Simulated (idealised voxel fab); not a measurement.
Name of the process module below: voxel air gaps
Cross-section cut spans 185 nm and uses square cells 5 nm in size.
Cross-section layout: square cells on a grid; listed as bands, top to bottom; a band spans one or more cell rows. The entry gives the band's vertical extent as a top height and a bottom height in nm, then its horizontal make-up as materials from left to right, each with a width in nm. "empty" stands for empty space; a single material marked "throughout" fills the band edge to edge. Ref level 0: as-received wafer is one material below here. Bottom band extends down with no lower bound ("0 and below"). The two numbers in a width such as "30 to 40" mark its ends across the band: the first belongs to the top row of cells, the second to the bottom row, and from each row to the next the width moves by the same amount. It should be understood that the words "nothing got changed", when stated for a given step, signify that the cross-section underwent no change in any of its cells during that step. In "Sealed internal cavities" the enclosed voids are listed, meaning empty spaces of 8 cells or larger without any opening to the top. The form is width x height at distance, distance from the left edge, units nm. On each step's line, the part that comes after the settings is the simulator's own comment on the step. For masked steps, "overlay nm" on the step line gives how far right of plan the mask actually lay; a minus sign means it lay to the left.
### Process steps - plan
1. RECEIVE [material Si]
2. CONFORMAL_DEP [material SiO2] [thk nm 10]
3. CONFORMAL_DEP [material SiN] [thk nm 5]
4. DIRECTIONAL_DEP [material lowk] [thk nm 40]
5. PATTERN [tone open] [mask id LINES] [material resist] [width nm 15] [pitch nm 40] [thk nm 15] [overlay nm 0]
6. DIRECTIONAL_ETCH [etch materials lowk] [depth nm 40]
7. STRIP [etch materials resist]
8. CONFORMAL_DEP [material TiN] [thk nm 5]
9. FILL_DEP [material Ru] [thk nm 10]
10. CMP [height nm 55]
11. EPI [material Ru] [thk nm 10]
12. SELECTIVE_ETCH [etch materials lowk] [depth nm 50]
13. CONFORMAL_DEP [material SiCN] [thk nm 5]
The wafers in this document start out alike and differ in the width nm applied at step 5; the plan shows the value used for the first wafer.
### Cross-section: the first of several wafers in its as-received state, i.e. following step 1
> 0 and below | Si throughout
> Sealed internal cavities: none
### Shown in cross-section: the first of several wafers at the end of the module, after its last step, step 13
> 70 down to 65 | empty=30; SiCN=125; empty=30
> 65 down to 55 | empty=30; SiCN=5; Ru=35; SiCN=5; Ru=35; SiCN=5; Ru=35; SiCN=5; empty=30
> 55 down to 50 | empty=30; SiCN=15; TiN=5; Ru=5; TiN=5; SiCN=25; TiN=5; Ru=5; TiN=5; SiCN=25; TiN=5; Ru=5; TiN=5; SiCN=15; empty=30
> 50 down to 20 | empty=40; SiCN=5; TiN=5; Ru=5; TiN=5; SiCN=5; empty=15; SiCN=5; TiN=5; Ru=5; TiN=5; SiCN=5; empty=15; SiCN=5; TiN=5; Ru=5; TiN=5; SiCN=5; empty=40
> 20 down to 15 | SiCN=45; TiN=15; SiCN=25; TiN=15; SiCN=25; TiN=15; SiCN=45
> 15 down to 10 | SiN throughout
> 10 down to 0 | SiO2 throughout
> 0 and below | Si throughout
> Sealed internal cavities: 15 x 30 at 65; 15 x 30 at 105
### End of module: cross-section, last of several wafers
> 70 down to 65 | empty=25; SiCN=135; empty=25
> 65 down to 55 | empty=25; SiCN=5; Ru=125; SiCN=5; empty=25
> 55 down to 50 | empty=25; SiCN=15; TiN=5; Ru=15; TiN=5; lowk=15; TiN=5; Ru=15; TiN=5; lowk=15; TiN=5; Ru=15; TiN=5; SiCN=15; empty=25
> 50 down to 20 | empty=35; SiCN=5; TiN=5; Ru=15; TiN=5; lowk=15; TiN=5; Ru=15; TiN=5; lowk=15; TiN=5; Ru=15; TiN=5; SiCN=5; empty=35
> 20 down to 15 | SiCN=40; TiN=25; lowk=15; TiN=25; lowk=15; TiN=25; SiCN=40
> 15 down to 10 | SiN throughout
> 10 down to 0 | SiO2 throughout
> 0 and below | Si throughout
> Sealed internal cavities: none
### Basically each wafer gets a line in the table, showing it at the end of the module: material by material, the cells it gained (+) or lost (-) since we got it, then its closed voids
width nm 15; +63 Ru; +113 SiCN; +37 SiN; +74 SiO2; +51 TiN; Sealed internal cavities: 15 x 30 at 65; 15 x 30 at 105
width nm 20; +90 Ru; +65 SiCN; +37 SiN; +74 SiO2; +54 TiN; +64 lowk; Sealed internal cavities: none
width nm 25; +113 Ru; +65 SiCN; +37 SiN; +74 SiO2; +57 TiN; +48 lowk; Sealed internal cavities: none
